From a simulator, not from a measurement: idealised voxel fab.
The following is a process module called voxel gate over fins.
Each square cell in cross-section cut measures 5 nm, and the section as a whole is 155 nm wide.
Think of the cross-section as a grid of square cells. We describe it in bands, top to bottom, and each band covers one or more rows of those cells. It is stipulated that each band's entry specify, in nanometres, the height of the top of the band and then that of its bottom, followed by the materials of the band in left-to-right sequence, each together with its width in nanometres. A single material marked by the word "all across" is understood to fill the band from edge to edge; the word "blank" is understood to denote empty space. Note: height 0 marks the level under which the wafer is uniformly one material as received. Lowest band unbounded below, written "0..down". The two numbers in a width such as "30..40" mark its ends across the band: the first belongs to the top row of cells, the second to the bottom row, and from each row to the next the width moves by the same amount. Given "no change" for a step, no cell of the cross-section differs between before and after that step. Entry "Enclosed voids". Content: empty spaces with no open connection to the top, size 8 cells or greater. Each: width x height at distance. Distance: from left edge. Unit: nm. Formally, on a step line, whatever follows the settings is a remark that the simulator itself makes on the step. overlay nm: mask right of planned place by this much (step with mask). Neg. = left. Pairs from here to the end. Each: cross-section before one process step, cross-section after it, the latter only as far down as the lowest band that changed. Under each: the step between, and its settings. Mind that the pairs may be taken from different runs of this module on the same starting wafer; whether a pair continues from the pair above depends on its entry headed "Pre-step geometry", and it does only where that entry says so.
[Pre-step geometry]
  0..down = Si all across
  Enclosed voids: none
[Structure After Step]
  10..0 = SiN all across
  Under 0: no change, same as before.
  Enclosed voids: none
For reference, the processing step occurring between the two cross-sections presented above is as follows: CONFORMAL_DEP (material SiN; thk nm 10)
Pre-step geometry: cross-section not repeated; it is the one shown after the step in the pair just above.
[Structure After Step]
  20..10 = aC all across
  Under 10: no change, same as before.
  Enclosed voids: none
For reference, the processing step occurring between the two cross-sections presented above is as follows: DIRECTIONAL_DEP (material aC; thk nm 10)
Pre-step geometry: cross-section not repeated; it is the one shown after the step in the pair just above.
[Structure After Step]
  50..20 = 50 nm blank, then 15 nm resist, then 20 nm blank, then 15 nm resist, then 55 nm blank
  Under 20: no change, same as before.
  Enclosed voids: none
For reference, the processing step occurring between the two cross-sections presented above is as follows: PATTERN (tone cover; mask id FINS; material resist; width nm 15; pitch nm 35; thk nm 30; overlay nm 0)
Pre-step geometry: cross-section not repeated; it is the one shown after the step in the pair just above.
[Structure After Step]
  40..20 = 50 nm blank, then 15 nm resist, then 20 nm blank, then 15 nm resist, then 55 nm blank
  20..10 = 50 nm blank, then 15 nm aC, then 20 nm blank, then 15 nm aC, then 55 nm blank
  Under 10: no change, same as before.
  Enclosed voids: none
For reference, the processing step occurring between the two cross-sections presented above is as follows: DIRECTIONAL_ETCH (etch materials aC; depth nm 10)
Pre-step geometry: cross-section not repeated; it is the one shown after the step in the pair just above.
[Structure After Step]
  20..10 = 50 nm blank, then 15 nm aC, then 20 nm blank, then 15 nm aC, then 55 nm blank
  Under 10: no change, same as before.
  Enclosed voids: none
For reference, the processing step occurring between the two cross-sections presented above is as follows: STRIP (etch materials resist)
Pre-step geometry: cross-section not repeated; it is the one shown after the step in the pair just above.
[Structure After Step]
  20..10 = 50 nm blank, then 15 nm aC, then 20 nm blank, then 15 nm aC, then 55 nm blank
  10..0 = 50 nm blank, then 15 nm SiN, then 20 nm blank, then 15 nm SiN, then 55 nm blank
  Under 0: no change, same as before.
  Enclosed voids: none
For reference, the processing step occurring between the two cross-sections presented above is as follows: DIRECTIONAL_ETCH (etch materials SiN; depth nm 10)
Pre-step geometry: cross-section not repeated; it is the one shown after the step in the pair just above.
[Structure After Step]
  20..10 = 50 nm blank, then 15 nm aC, then 20 nm blank, then 15 nm aC, then 55 nm blank
  10..0 = 50 nm blank, then 15 nm SiN, then 20 nm blank, then 15 nm SiN, then 55 nm blank
  0..-40 = 50 nm blank, then 15 nm Si, then 20 nm blank, then 15 nm Si, then 55 nm blank
  Under -40: no change, same as before.
  Enclosed voids: none
For reference, the processing step occurring between the two cross-sections presented above is as follows: DIRECTIONAL_ETCH (etch materials Si; depth nm 40)
Pre-step geometry: cross-section not repeated; it is the one shown after the step in the pair just above.
[Structure After Step]
  10..0 = 50 nm blank, then 15 nm SiN, then 20 nm blank, then 15 nm SiN, then 55 nm blank
  Under 0: no change, same as before.
  Enclosed voids: none
For reference, the processing step occurring between the two cross-sections presented above is as follows: STRIP (etch materials aC)
Pre-step geometry: cross-section not repeated; it is the one shown after the step in the pair just above.
[Structure After Step]
  20..10 = SiO2 all across
  10..0 = 50 nm SiO2, then 15 nm SiN, then 20 nm SiO2, then 15 nm SiN, then 55 nm SiO2
  0..-40 = 50 nm SiO2, then 15 nm Si, then 20 nm SiO2, then 15 nm Si, then 55 nm SiO2
  Under -40: no change, same as before.
  Enclosed voids: none
For reference, the processing step occurring between the two cross-sections presented above is as follows: FILL_DEP (material SiO2; thk nm 10)
Pre-step geometry: cross-section not repeated; it is the one shown after the step in the pair just above.
[Structure After Step]
  10..0 = 50 nm SiO2, then 15 nm SiN, then 20 nm SiO2, then 15 nm SiN, then 55 nm SiO2
  Under 0: no change, same as before.
  Enclosed voids: none
For reference, the processing step occurring between the two cross-sections presented above is as follows: CMP (height nm 10)
Pre-step geometry: cross-section not repeated; it is the one shown after the step in the pair just above.
[Structure After Step]
  10..0 = 50 nm blank, then 15 nm SiN, then 20 nm blank, then 15 nm SiN, then 55 nm blank
  0..-15 = 50 nm blank, then 15 nm Si, then 20 nm blank, then 15 nm Si, then 55 nm blank
  Under -15: no change, same as before.
  Enclosed voids: none
For reference, the processing step occurring between the two cross-sections presented above is as follows: SELECTIVE_ETCH (etch materials SiO2; depth nm 25)
Pre-step geometry: cross-section not repeated; it is the one shown after the step in the pair just above.
[Structure After Step]
  0..-15 = 50 nm blank, then 15 nm Si, then 20 nm blank, then 15 nm Si, then 55 nm blank
  Under -15: no change, same as before.
  Enclosed voids: none
For reference, the processing step occurring between the two cross-sections presented above is as follows: STRIP (etch materials SiN)
Pre-step geometry: cross-section not repeated; it is the one shown after the step in the pair just above.
[Structure After Step]
  5..0 = 45 nm blank, then 25 nm HfO2, then 10 nm blank, then 25 nm HfO2, then 50 nm blank
  0..-10 = 45 nm blank, then 5 nm HfO2, then 15 nm Si, then 5 nm HfO2, then 10 nm blank, then 5 nm HfO2, then 15 nm Si, then 5 nm HfO2, then 50 nm blank
  -10..-15 = 50 nm HfO2, then 15 nm Si, then 20 nm HfO2, then 15 nm Si, then 55 nm HfO2
  Under -15: no change, same as before.
  Enclosed voids: none
For reference, the processing step occurring between the two cross-sections presented above is as follows: CONFORMAL_DEP (material HfO2; thk nm 5)
Pre-step geometry: cross-section not repeated; it is the one shown after the step in the pair just above.
[Structure After Step]
  10..5 = 40 nm blank, then 70 nm TiN, then 45 nm blank
  5..0 = 40 nm blank, then 5 nm TiN, then 25 nm HfO2, then 10 nm TiN, then 25 nm HfO2, then 5 nm TiN, then 45 nm blank
  0..-5 = 40 nm blank, then 5 nm TiN, then 5 nm HfO2, then 15 nm Si, then 5 nm HfO2, then 10 nm TiN, then 5 nm HfO2, then 15 nm Si, then 5 nm HfO2, then 5 nm TiN, then 45 nm blank
  -5..-10 = 45 nm TiN, then 5 nm HfO2, then 15 nm Si, then 5 nm HfO2, then 10 nm TiN, then 5 nm HfO2, then 15 nm Si, then 5 nm HfO2, then 50 nm TiN
  Under -10: no change, same as before.
  Enclosed voids: none
For reference, the processing step occurring between the two cross-sections presented above is as follows: CONFORMAL_DEP (material TiN; thk nm 5)
Pre-step geometry: cross-section not repeated; it is the one shown after the step in the pair just above.
[Structure After Step]
  20..10 = W all across
  10..5 = 40 nm W, then 70 nm TiN, then 45 nm W
  5..0 = 40 nm W, then 5 nm TiN, then 25 nm HfO2, then 10 nm TiN, then 25 nm HfO2, then 5 nm TiN, then 45 nm W
  0..-5 = 40 nm W, then 5 nm TiN, then 5 nm HfO2, then 15 nm Si, then 5 nm HfO2, then 10 nm TiN, then 5 nm HfO2, then 15 nm Si, then 5 nm HfO2, then 5 nm TiN, then 45 nm W
  Under -5: no change, same as before.
  Enclosed voids: none
For reference, the processing step occurring between the two cross-sections presented above is as follows: FILL_DEP (material W; thk nm 10)
Pre-step geometry: cross-section not repeated; it is the one shown after the step in the pair just above.
[Structure After Step]
  15..10 = W all across
  Under 10: no change, same as before.
  Enclosed voids: none
For reference, the processing step occurring between the two cross-sections presented above is as follows: CMP (height nm 15)
Pre-step geometry: cross-section not repeated; it is the one shown after the step in the pair just above.
[Structure After Step]
  25..15 = SiN all across
  Under 15: no change, same as before.
  Enclosed voids: none
For reference, the processing step occurring between the two cross-sections presented above is as follows: CONFORMAL_DEP (material SiN; thk nm 10)
[Pre-step geometry]
  0..-15 = 50 nm blank, then 15 nm Si, then 20 nm blank, then 15 nm Si, then 55 nm blank
  -15..-40 = 50 nm SiO2, then 15 nm Si, then 20 nm SiO2, then 15 nm Si, then 55 nm SiO2
  -40..down = Si all across
  Enclosed voids: none
[Structure After Step]
  5..0 = 45 nm blank, then 25 nm TiN, then 10 nm blank, then 25 nm TiN, then 50 nm blank
  0..-10 = 45 nm blank, then 5 nm TiN, then 15 nm Si, then 5 nm TiN, then 10 nm blank, then 5 nm TiN, then 15 nm Si, then 5 nm TiN, then 50 nm blank
  -10..-15 = 50 nm TiN, then 15 nm Si, then 20 nm TiN, then 15 nm Si, then 55 nm TiN
  Under -15: no change, same as before.
  Enclosed voids: none
For reference, the processing step occurring between the two cross-sections presented above is as follows: CONFORMAL_DEP (material TiN; thk nm 5)
Pre-step geometry: cross-section not repeated; it is the one shown after the step in the pair just above.
[Structure After Step]
  15..5 = W all across
  5..0 = 45 nm W, then 25 nm TiN, then 10 nm W, then 25 nm TiN, then 50 nm W
  0..-10 = 45 nm W, then 5 nm TiN, then 15 nm Si, then 5 nm TiN, then 10 nm W, then 5 nm TiN, then 15 nm Si, then 5 nm TiN, then 50 nm W
  Under -10: no change, same as before.
  Enclosed voids: none
For reference, the processing step occurring between the two cross-sections presented above is as follows: FILL_DEP (material W; thk nm 10)
Pre-step geometry: cross-section not repeated; it is the one shown after the step in the pair just above.
[Structure After Step]
  25..15 = SiN all across
  Under 15: no change, same as before.
  Enclosed voids: none
For reference, the processing step occurring between the two cross-sections presented above is as follows: CONFORMAL_DEP (material SiN; thk nm 10)
[Pre-step geometry]
  10..0 = 50 nm SiO2, then 15 nm SiN, then 20 nm SiO2, then 15 nm SiN, then 55 nm SiO2
  0..-40 = 50 nm SiO2, then 15 nm Si, then 20 nm SiO2, then 15 nm Si, then 55 nm SiO2
  -40..down = Si all across
  Enclosed voids: none
[Structure After Step]
  10..0 = 50 nm SiO2, then 15 nm blank, then 20 nm SiO2, then 15 nm blank, then 55 nm SiO2
  Under 0: no change, same as before.
  Enclosed voids: none
For reference, the processing step occurring between the two cross-sections presented above is as follows: STRIP (etch materials SiN)
Pre-step geometry: cross-section not repeated; it is the one shown after the step in the pair just above.
[Structure After Step]
  0..-15 = 50 nm blank, then 15 nm Si, then 20 nm blank, then 15 nm Si, then 55 nm blank
  -15..-25 = 25 nm SiO2, then 25 nm blank, then 15 nm Si, then 20 nm blank, then 15 nm Si, then 25 nm blank, then 30 nm SiO2
  Under -25: no change, same as before.
  Enclosed voids: none
For reference, the processing step occurring between the two cross-sections presented above is as follows: SELECTIVE_ETCH (etch materials SiO2; depth nm 25)
Pre-step geometry: cross-section not repeated; it is the one shown after the step in the pair just above.
[Structure After Step]
  5..0 = 45 nm blank, then 25 nm HfO2, then 10 nm blank, then 25 nm HfO2, then 50 nm blank
  0..-10 = 45 nm blank, then 5 nm HfO2, then 15 nm Si, then 5 nm HfO2, then 10 nm blank, then 5 nm HfO2, then 15 nm Si, then 5 nm HfO2, then 50 nm blank
  -10..-15 = 30 nm HfO2, then 15 nm blank, then 5 nm HfO2, then 15 nm Si, then 5 nm HfO2, then 10 nm blank, then 5 nm HfO2, then 15 nm Si, then 5 nm HfO2, then 15 nm blank, then 35 nm HfO2
  -15..-20 = 25 nm SiO2, then 5 nm HfO2, then 15 nm blank, then 5 nm HfO2, then 15 nm Si, then 5 nm HfO2, then 10 nm blank, then 5 nm HfO2, then 15 nm Si, then 5 nm HfO2, then 15 nm blank, then 5 nm HfO2, then 30 nm SiO2
  -20..-25 = 25 nm SiO2, then 25 nm HfO2, then 15 nm Si, then 20 nm HfO2, then 15 nm Si, then 25 nm HfO2, then 30 nm SiO2
  Under -25: no change, same as before.
  Enclosed voids: none
For reference, the processing step occurring between the two cross-sections presented above is as follows: CONFORMAL_DEP (material HfO2; thk nm 5)
Pre-step geometry: cross-section not repeated; it is the one shown after the step in the pair just above.
[Structure After Step]
  10..5 = 40 nm blank, then 70 nm TiN, then 45 nm blank
  5..0 = 40 nm blank, then 5 nm TiN, then 25 nm HfO2, then 10 nm TiN, then 25 nm HfO2, then 5 nm TiN, then 45 nm blank
  0..-5 = 40 nm blank, then 5 nm TiN, then 5 nm HfO2, then 15 nm Si, then 5 nm HfO2, then 10 nm TiN, then 5 nm HfO2, then 15 nm Si, then 5 nm HfO2, then 5 nm TiN, then 45 nm blank
  -5..-10 = 35 nm TiN, then 5 nm blank, then 5 nm TiN, then 5 nm HfO2, then 15 nm Si, then 5 nm HfO2, then 10 nm TiN, then 5 nm HfO2, then 15 nm Si, then 5 nm HfO2, then 5 nm TiN, then 5 nm blank, then 40 nm TiN
  -10..-15 = 30 nm HfO2, then 5 nm TiN, then 5 nm blank, then 5 nm TiN, then 5 nm HfO2, then 15 nm Si, then 5 nm HfO2, then 10 nm TiN, then 5 nm HfO2, then 15 nm Si, then 5 nm HfO2, then 5 nm TiN, then 5 nm blank, then 5 nm TiN, then 35 nm HfO2
  -15..-20 = 25 nm SiO2, then 5 nm HfO2, then 15 nm TiN, then 5 nm HfO2, then 15 nm Si, then 5 nm HfO2, then 10 nm TiN, then 5 nm HfO2, then 15 nm Si, then 5 nm HfO2, then 15 nm TiN, then 5 nm HfO2, then 30 nm SiO2
  Under -20: no change, same as before.
  Enclosed voids: none
For reference, the processing step occurring between the two cross-sections presented above is as follows: CONFORMAL_DEP (material TiN; thk nm 5)
Pre-step geometry: cross-section not repeated; it is the one shown after the step in the pair just above.
[Structure After Step]
  20..10 = W all across
  10..5 = 40 nm W, then 70 nm TiN, then 45 nm W
  5..0 = 40 nm W, then 5 nm TiN, then 25 nm HfO2, then 10 nm TiN, then 25 nm HfO2, then 5 nm TiN, then 45 nm W
  0..-5 = 40 nm W, then 5 nm TiN, then 5 nm HfO2, then 15 nm Si, then 5 nm HfO2, then 10 nm TiN, then 5 nm HfO2, then 15 nm Si, then 5 nm HfO2, then 5 nm TiN, then 45 nm W
  -5..-10 = 35 nm TiN, then 5 nm W, then 5 nm TiN, then 5 nm HfO2, then 15 nm Si, then 5 nm HfO2, then 10 nm TiN, then 5 nm HfO2, then 15 nm Si, then 5 nm HfO2, then 5 nm TiN, then 5 nm W, then 40 nm TiN
  -10..-15 = 30 nm HfO2, then 5 nm TiN, then 5 nm W, then 5 nm TiN, then 5 nm HfO2, then 15 nm Si, then 5 nm HfO2, then 10 nm TiN, then 5 nm HfO2, then 15 nm Si, then 5 nm HfO2, then 5 nm TiN, then 5 nm W, then 5 nm TiN, then 35 nm HfO2
  Under -15: no change, same as before.
  Enclosed voids: none
For reference, the processing step occurring between the two cross-sections presented above is as follows: FILL_DEP (material W; thk nm 10)
Pre-step geometry: cross-section not repeated; it is the one shown after the step in the pair just above.
[Structure After Step]
  15..10 = W all across
  Under 10: no change, same as before.
  Enclosed voids: none
For reference, the processing step occurring between the two cross-sections presented above is as follows: CMP (height nm 15)
Pre-step geometry: cross-section not repeated; it is the one shown after the step in the pair just above.
[Structure After Step]
  25..15 = SiN all across
  Under 15: no change, same as before.
  Enclosed voids: none
For reference, the processing step occurring between the two cross-sections presented above is as follows: CONFORMAL_DEP (material SiN; thk nm 10)
[Pre-step geometry]
  5..0 = 45 nm blank, then 25 nm HfO2, then 10 nm blank, then 25 nm HfO2, then 50 nm blank
  0..-10 = 45 nm blank, then 5 nm HfO2, then 15 nm Si, then 5 nm HfO2, then 10 nm blank, then 5 nm HfO2, then 15 nm Si, then 5 nm HfO2, then 50 nm blank
  -10..-15 = 50 nm HfO2, then 15 nm Si, then 20 nm HfO2, then 15 nm Si, then 55 nm HfO2
  -15..-40 = 50 nm SiO2, then 15 nm Si, then 20 nm SiO2, then 15 nm Si, then 55 nm SiO2
  -40..down = Si all across
  Enclosed voids: none
[Structure After Step]
  20..5 = 30 nm blank, then 90 nm TiN, then 35 nm blank
  5..0 = 45 nm TiN, then 25 nm HfO2, then 10 nm TiN, then 25 nm HfO2, then 50 nm TiN
  0..-10 = 45 nm TiN, then 5 nm HfO2, then 15 nm Si, then 5 nm HfO2, then 10 nm TiN, then 5 nm HfO2, then 15 nm Si, then 5 nm HfO2, then 50 nm TiN
  Under -10: no change, same as before.
  Enclosed voids: none
For reference, the processing step occurring between the two cross-sections presented above is as follows: CONFORMAL_DEP (material TiN; thk nm 15)
Pre-step geometry: cross-section not repeated; it is the one shown after the step in the pair just above.
[Structure After Step]
  30..20 = W all across
  20..5 = 30 nm W, then 90 nm TiN, then 35 nm W
  Under 5: no change, same as before.
  Enclosed voids: none
For reference, the processing step occurring between the two cross-sections presented above is as follows: FILL_DEP (material W; thk nm 10)
Pre-step geometry: cross-section not repeated; it is the one shown after the step in the pair just above.
[Structure After Step]
  15..5 = 30 nm W, then 90 nm TiN, then 35 nm W
  Under 5: no change, same as before.
  Enclosed voids: none
For reference, the processing step occurring between the two cross-sections presented above is as follows: CMP (height nm 15)
Pre-step geometry: cross-section not repeated; it is the one shown after the step in the pair just above.
[Structure After Step]
  25..15 = SiN all across
  Under 15: no change, same as before.
  Enclosed voids: none
For reference, the processing step occurring between the two cross-sections presented above is as follows: CONFORMAL_DEP (material SiN; thk nm 10)
[Pre-step geometry]
  20..10 = aC all across
  10..0 = SiN all across
  0..down = Si all across
  Enclosed voids: none
[Structure After Step]
  50..20 = 50 nm blank, then 20 nm resist, then 15 nm blank, then 20 nm resist, then 50 nm blank
  Under 20: no change, same as before.
  Enclosed voids: none
For reference, the processing step occurring between the two cross-sections presented above is as follows: PATTERN (tone cover; mask id FINS; material resist; width nm 20; pitch nm 35; thk nm 30; overlay nm 0)
Pre-step geometry: cross-section not repeated; it is the one shown after the step in the pair just above.
[Structure After Step]
  40..20 = 50 nm blank, then 20 nm resist, then 15 nm blank, then 20 nm resist, then 50 nm blank
  20..10 = 50 nm blank, then 20 nm aC, then 15 nm blank, then 20 nm aC, then 50 nm blank
  Under 10: no change, same as before.
  Enclosed voids: none
For reference, the processing step occurring between the two cross-sections presented above is as follows: DIRECTIONAL_ETCH (etch materials aC; depth nm 10)
Pre-step geometry: cross-section not repeated; it is the one shown after the step in the pair just above.
[Structure After Step]
  20..10 = 50 nm blank, then 20 nm aC, then 15 nm blank, then 20 nm aC, then 50 nm blank
  Under 10: no change, same as before.
  Enclosed voids: none
For reference, the processing step occurring between the two cross-sections presented above is as follows: STRIP (etch materials resist)
Pre-step geometry: cross-section not repeated; it is the one shown after the step in the pair just above.
[Structure After Step]
  20..10 = 50 nm blank, then 20 nm aC, then 15 nm blank, then 20 nm aC, then 50 nm blank
  10..0 = 50 nm blank, then 20 nm SiN, then 15 nm blank, then 20 nm SiN, then 50 nm blank
  Under 0: no change, same as before.
  Enclosed voids: none
For reference, the processing step occurring between the two cross-sections presented above is as follows: DIRECTIONAL_ETCH (etch materials SiN; depth nm 10)
Pre-step geometry: cross-section not repeated; it is the one shown after the step in the pair just above.
[Structure After Step]
  20..10 = 50 nm blank, then 20 nm aC, then 15 nm blank, then 20 nm aC, then 50 nm blank
  10..0 = 50 nm blank, then 20 nm SiN, then 15 nm blank, then 20 nm SiN, then 50 nm blank
  0..-40 = 50 nm blank, then 20 nm Si, then 15 nm blank, then 20 nm Si, then 50 nm blank
  Under -40: no change, same as before.
  Enclosed voids: none
For reference, the processing step occurring between the two cross-sections presented above is as follows: DIRECTIONAL_ETCH (etch materials Si; depth nm 40)
Pre-step geometry: cross-section not repeated; it is the one shown after the step in the pair just above.
[Structure After Step]
  10..0 = 50 nm blank, then 20 nm SiN, then 15 nm blank, then 20 nm SiN, then 50 nm blank
  Under 0: no change, same as before.
  Enclosed voids: none
For reference, the processing step occurring between the two cross-sections presented above is as follows: STRIP (etch materials aC)
Pre-step geometry: cross-section not repeated; it is the one shown after the step in the pair just above.
[Structure After Step]
  20..10 = SiO2 all across
  10..0 = 50 nm SiO2, then 20 nm SiN, then 15 nm SiO2, then 20 nm SiN, then 50 nm SiO2
  0..-40 = 50 nm SiO2, then 20 nm Si, then 15 nm SiO2, then 20 nm Si, then 50 nm SiO2
  Under -40: no change, same as before.
  Enclosed voids: none
For reference, the processing step occurring between the two cross-sections presented above is as follows: FILL_DEP (material SiO2; thk nm 10)
Pre-step geometry: cross-section not repeated; it is the one shown after the step in the pair just above.
[Structure After Step]
  10..0 = 50 nm SiO2, then 20 nm SiN, then 15 nm SiO2, then 20 nm SiN, then 50 nm SiO2
  Under 0: no change, same as before.
  Enclosed voids: none
For reference, the processing step occurring between the two cross-sections presented above is as follows: CMP (height nm 10)
Pre-step geometry: cross-section not repeated; it is the one shown after the step in the pair just above.
[Structure After Step]
  10..0 = 50 nm blank, then 20 nm SiN, then 15 nm blank, then 20 nm SiN, then 50 nm blank
  0..-15 = 50 nm blank, then 20 nm Si, then 15 nm blank, then 20 nm Si, then 50 nm blank
  Under -15: no change, same as before.
  Enclosed voids: none
For reference, the processing step occurring between the two cross-sections presented above is as follows: SELECTIVE_ETCH (etch materials SiO2; depth nm 25)
Pre-step geometry: cross-section not repeated; it is the one shown after the step in the pair just above.
[Structure After Step]
  0..-15 = 50 nm blank, then 20 nm Si, then 15 nm blank, then 20 nm Si, then 50 nm blank
  Under -15: no change, same as before.
  Enclosed voids: none
For reference, the processing step occurring between the two cross-sections presented above is as follows: STRIP (etch materials SiN)
Pre-step geometry: cross-section not repeated; it is the one shown after the step in the pair just above.
[Structure After Step]
  5..0 = 45 nm blank, then 30 nm HfO2, then 5 nm blank, then 30 nm HfO2, then 45 nm blank
  0..-10 = 45 nm blank, then 5 nm HfO2, then 20 nm Si, then 5 nm HfO2, then 5 nm blank, then 5 nm HfO2, then 20 nm Si, then 5 nm HfO2, then 45 nm blank
  -10..-15 = 50 nm HfO2, then 20 nm Si, then 15 nm HfO2, then 20 nm Si, then 50 nm HfO2
  Under -15: no change, same as before.
  Enclosed voids: none
For reference, the processing step occurring between the two cross-sections presented above is as follows: CONFORMAL_DEP (material HfO2; thk nm 5)
Pre-step geometry: cross-section not repeated; it is the one shown after the step in the pair just above.
[Structure After Step]
  10..5 = 40 nm blank, then 75 nm TiN, then 40 nm blank
  5..0 = 40 nm blank, then 5 nm TiN, then 30 nm HfO2, then 5 nm TiN, then 30 nm HfO2, then 5 nm TiN, then 40 nm blank
  0..-5 = 40 nm blank, then 5 nm TiN, then 5 nm HfO2, then 20 nm Si, then 5 nm HfO2, then 5 nm TiN, then 5 nm HfO2, then 20 nm Si, then 5 nm HfO2, then 5 nm TiN, then 40 nm blank
  -5..-10 = 45 nm TiN, then 5 nm HfO2, then 20 nm Si, then 5 nm HfO2, then 5 nm TiN, then 5 nm HfO2, then 20 nm Si, then 5 nm HfO2, then 45 nm TiN
  Under -10: no change, same as before.
  Enclosed voids: none
For reference, the processing step occurring between the two cross-sections presented above is as follows: CONFORMAL_DEP (material TiN; thk nm 5)
Pre-step geometry: cross-section not repeated; it is the one shown after the step in the pair just above.
[Structure After Step]
  20..10 = W all across
  10..5 = 40 nm W, then 75 nm TiN, then 40 nm W
  5..0 = 40 nm W, then 5 nm TiN, then 30 nm HfO2, then 5 nm TiN, then 30 nm HfO2, then 5 nm TiN, then 40 nm W
  0..-5 = 40 nm W, then 5 nm TiN, then 5 nm HfO2, then 20 nm Si, then 5 nm HfO2, then 5 nm TiN, then 5 nm HfO2, then 20 nm Si, then 5 nm HfO2, then 5 nm TiN, then 40 nm W
  Under -5: no change, same as before.
  Enclosed voids: none
For reference, the processing step occurring between the two cross-sections presented above is as follows: FILL_DEP (material W; thk nm 10)
Pre-step geometry: cross-section not repeated; it is the one shown after the step in the pair just above.
[Structure After Step]
  15..10 = W all across
  Under 10: no change, same as before.
  Enclosed voids: none
For reference, the processing step occurring between the two cross-sections presented above is as follows: CMP (height nm 15)
Pre-step geometry: cross-section not repeated; it is the one shown after the step in the pair just above.
[Structure After Step]
  25..15 = SiN all across
  Under 15: no change, same as before.
  Enclosed voids: none
For reference, the processing step occurring between the two cross-sections presented above is as follows: CONFORMAL_DEP (material SiN; thk nm 10)
[Pre-step geometry]
  20..10 = aC all across
  10..0 = SiN all across
  0..down = Si all across
  Enclosed voids: none
[Structure After Step]
  50..20 = 60 nm blank, then 15 nm resist, then 20 nm blank, then 15 nm resist, then 45 nm blank
  Under 20: no change, same as before.
  Enclosed voids: none
For reference, the processing step occurring between the two cross-sections presented above is as follows: PATTERN (tone cover; mask id FINS; material resist; width nm 15; pitch nm 35; thk nm 30; overlay nm 10)
Pre-step geometry: cross-section not repeated; it is the one shown after the step in the pair just above.
[Structure After Step]
  40..20 = 60 nm blank, then 15 nm resist, then 20 nm blank, then 15 nm resist, then 45 nm blank
  20..10 = 60 nm blank, then 15 nm aC, then 20 nm blank, then 15 nm aC, then 45 nm blank
  Under 10: no change, same as before.
  Enclosed voids: none
For reference, the processing step occurring between the two cross-sections presented above is as follows: DIRECTIONAL_ETCH (etch materials aC; depth nm 10)
Pre-step geometry: cross-section not repeated; it is the one shown after the step in the pair just above.
[Structure After Step]
  20..10 = 60 nm blank, then 15 nm aC, then 20 nm blank, then 15 nm aC, then 45 nm blank
  Under 10: no change, same as before.
  Enclosed voids: none
For reference, the processing step occurring between the two cross-sections presented above is as follows: STRIP (etch materials resist)
Pre-step geometry: cross-section not repeated; it is the one shown after the step in the pair just above.
[Structure After Step]
  20..10 = 60 nm blank, then 15 nm aC, then 20 nm blank, then 15 nm aC, then 45 nm blank
  10..0 = 60 nm blank, then 15 nm SiN, then 20 nm blank, then 15 nm SiN, then 45 nm blank
  Under 0: no change, same as before.
  Enclosed voids: none
For reference, the processing step occurring between the two cross-sections presented above is as follows: DIRECTIONAL_ETCH (etch materials SiN; depth nm 10)
Pre-step geometry: cross-section not repeated; it is the one shown after the step in the pair just above.
[Structure After Step]
  20..10 = 60 nm blank, then 15 nm aC, then 20 nm blank, then 15 nm aC, then 45 nm blank
  10..0 = 60 nm blank, then 15 nm SiN, then 20 nm blank, then 15 nm SiN, then 45 nm blank
  0..-40 = 60 nm blank, then 15 nm Si, then 20 nm blank, then 15 nm Si, then 45 nm blank
  Under -40: no change, same as before.
  Enclosed voids: none
For reference, the processing step occurring between the two cross-sections presented above is as follows: DIRECTIONAL_ETCH (etch materials Si; depth nm 40)
Pre-step geometry: cross-section not repeated; it is the one shown after the step in the pair just above.
[Structure After Step]
  10..0 = 60 nm blank, then 15 nm SiN, then 20 nm blank, then 15 nm SiN, then 45 nm blank
  Under 0: no change, same as before.
  Enclosed voids: none
For reference, the processing step occurring between the two cross-sections presented above is as follows: STRIP (etch materials aC)
Pre-step geometry: cross-section not repeated; it is the one shown after the step in the pair just above.
[Structure After Step]
  20..10 = SiO2 all across
  10..0 = 60 nm SiO2, then 15 nm SiN, then 20 nm SiO2, then 15 nm SiN, then 45 nm SiO2
  0..-40 = 60 nm SiO2, then 15 nm Si, then 20 nm SiO2, then 15 nm Si, then 45 nm SiO2
  Under -40: no change, same as before.
  Enclosed voids: none
For reference, the processing step occurring between the two cross-sections presented above is as follows: FILL_DEP (material SiO2; thk nm 10)
Pre-step geometry: cross-section not repeated; it is the one shown after the step in the pair just above.
[Structure After Step]
  10..0 = 60 nm SiO2, then 15 nm SiN, then 20 nm SiO2, then 15 nm SiN, then 45 nm SiO2
  Under 0: no change, same as before.
  Enclosed voids: none
For reference, the processing step occurring between the two cross-sections presented above is as follows: CMP (height nm 10)
Pre-step geometry: cross-section not repeated; it is the one shown after the step in the pair just above.
[Structure After Step]
  10..0 = 60 nm blank, then 15 nm SiN, then 20 nm blank, then 15 nm SiN, then 45 nm blank
  0..-15 = 60 nm blank, then 15 nm Si, then 20 nm blank, then 15 nm Si, then 45 nm blank
  Under -15: no change, same as before.
  Enclosed voids: none
For reference, the processing step occurring between the two cross-sections presented above is as follows: SELECTIVE_ETCH (etch materials SiO2; depth nm 25)
Pre-step geometry: cross-section not repeated; it is the one shown after the step in the pair just above.
[Structure After Step]
  0..-15 = 60 nm blank, then 15 nm Si, then 20 nm blank, then 15 nm Si, then 45 nm blank
  Under -15: no change, same as before.
  Enclosed voids: none
For reference, the processing step occurring between the two cross-sections presented above is as follows: STRIP (etch materials SiN)
Pre-step geometry: cross-section not repeated; it is the one shown after the step in the pair just above.
[Structure After Step]
  5..0 = 55 nm blank, then 25 nm HfO2, then 10 nm blank, then 25 nm HfO2, then 40 nm blank
  0..-10 = 55 nm blank, then 5 nm HfO2, then 15 nm Si, then 5 nm HfO2, then 10 nm blank, then 5 nm HfO2, then 15 nm Si, then 5 nm HfO2, then 40 nm blank
  -10..-15 = 60 nm HfO2, then 15 nm Si, then 20 nm HfO2, then 15 nm Si, then 45 nm HfO2
  Under -15: no change, same as before.
  Enclosed voids: none
For reference, the processing step occurring between the two cross-sections presented above is as follows: CONFORMAL_DEP (material HfO2; thk nm 5)
Pre-step geometry: cross-section not repeated; it is the one shown after the step in the pair just above.
[Structure After Step]
  10..5 = 50 nm blank, then 70 nm TiN, then 35 nm blank
  5..0 = 50 nm blank, then 5 nm TiN, then 25 nm HfO2, then 10 nm TiN, then 25 nm HfO2, then 5 nm TiN, then 35 nm blank
  0..-5 = 50 nm blank, then 5 nm TiN, then 5 nm HfO2, then 15 nm Si, then 5 nm HfO2, then 10 nm TiN, then 5 nm HfO2, then 15 nm Si, then 5 nm HfO2, then 5 nm TiN, then 35 nm blank
  -5..-10 = 55 nm TiN, then 5 nm HfO2, then 15 nm Si, then 5 nm HfO2, then 10 nm TiN, then 5 nm HfO2, then 15 nm Si, then 5 nm HfO2, then 40 nm TiN
  Under -10: no change, same as before.
  Enclosed voids: none
For reference, the processing step occurring between the two cross-sections presented above is as follows: CONFORMAL_DEP (material TiN; thk nm 5)
